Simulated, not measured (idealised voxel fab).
voxel spacer lines: a process module
Section cut is 225 nm wide and gridded with 5 nm square cells.
A cross-section is written here as square cells arranged in a grid, and it is given in bands from the top down, each band taking up one or more rows of cells. Heights first: top, then bottom, in nm. Then materials, left to right, each with a width in nm. "edge to edge" on a single material: fills the band edge to edge. "air": empty space. Height datum 0, below which the as-received substrate wafer is one material. Lowest band open at the bottom, running downward: "from 0 down". A width given as "30->40" starts at the first number in the band's top row and ends at the second number in its bottom row, shifting by an equal amount at every step from row to row. "no change occurred" (step): cross-section cells unchanged, all of them. Basically, "Catalogued sealed voids" tells you about the enclosed voids: empty spaces with no open way to the top, 8 cells or bigger, each written width x height at distance, where distance is from the left edge, all in nm. If you see something after the settings on a step's line, that's the simulator's own remark about that step. "overlay nm", when on a step's line for a step with a mask, measures how far to the right of its planned place the mask lay; a negative measure means to the left.

# Planned process steps
1) RECEIVE [material Si]
2) CONFORMAL_DEP [material Al2O3] [thk nm 10]
3) DIRECTIONAL_DEP [material TiN] [thk nm 10]
4) DIRECTIONAL_DEP [material polySi] [thk nm 30]
5) PATTERN [tone cover] [mask id MANDREL] [material resist] [width nm 25] [pitch nm 70] [thk nm 40] [overlay nm 0]
6) DIRECTIONAL_ETCH [etch materials polySi] [depth nm 30]
7) STRIP [etch materials resist]
8) CONFORMAL_DEP [material SiO2] [thk nm 10]
9) DIRECTIONAL_ETCH [etch materials SiO2] [depth nm 10]
10) STRIP [etch materials polySi]
11) DIRECTIONAL_ETCH [etch materials TiN] [depth nm 10]
12) STRIP [etch materials SiO2]

# Incoming wafer in cross-section (state: after step 1)
* from 0 down  Si edge to edge
* Catalogued sealed voids: none

# The first of two wafers, cross-sectioned at the end of the module, with the run proceeding as planned
* from 20 to 10  20 nm air, 10 nm TiN, 25 nm air, 10 nm TiN, 25 nm air, 10 nm TiN, 25 nm air, 10 nm TiN, 25 nm air, 10 nm TiN, 25 nm air, 10 nm TiN, 20 nm air
* from 10 to 0  Al2O3 edge to edge
* from 0 down  Si edge to edge
* Catalogued sealed voids: none

# End-of-module cross-section of the second wafer: identical starting point and process plan to the first, with one processing mistake
* from 20 to 10  20 nm air, 10 nm TiN, 30 nm air, 10 nm TiN, 20 nm air, 10 nm TiN, 30 nm air, 10 nm TiN, 20 nm air, 10 nm TiN, 30 nm air, 10 nm TiN, 15 nm air
* from 10 to 0  Al2O3 edge to edge
* from 0 down  Si edge to edge
* Catalogued sealed voids: none
Heads up, the wafer didn't run the way we planned it: step 5 was not run as planned; what actually ran was PATTERN [tone cover] [mask id MANDREL] [material resist] [width nm 30] [pitch nm 70] [thk nm 40] [overlay nm 0]
At the end, each material covers as many cells on the second wafer as it does on the first, though the cells it covers are elsewhere.
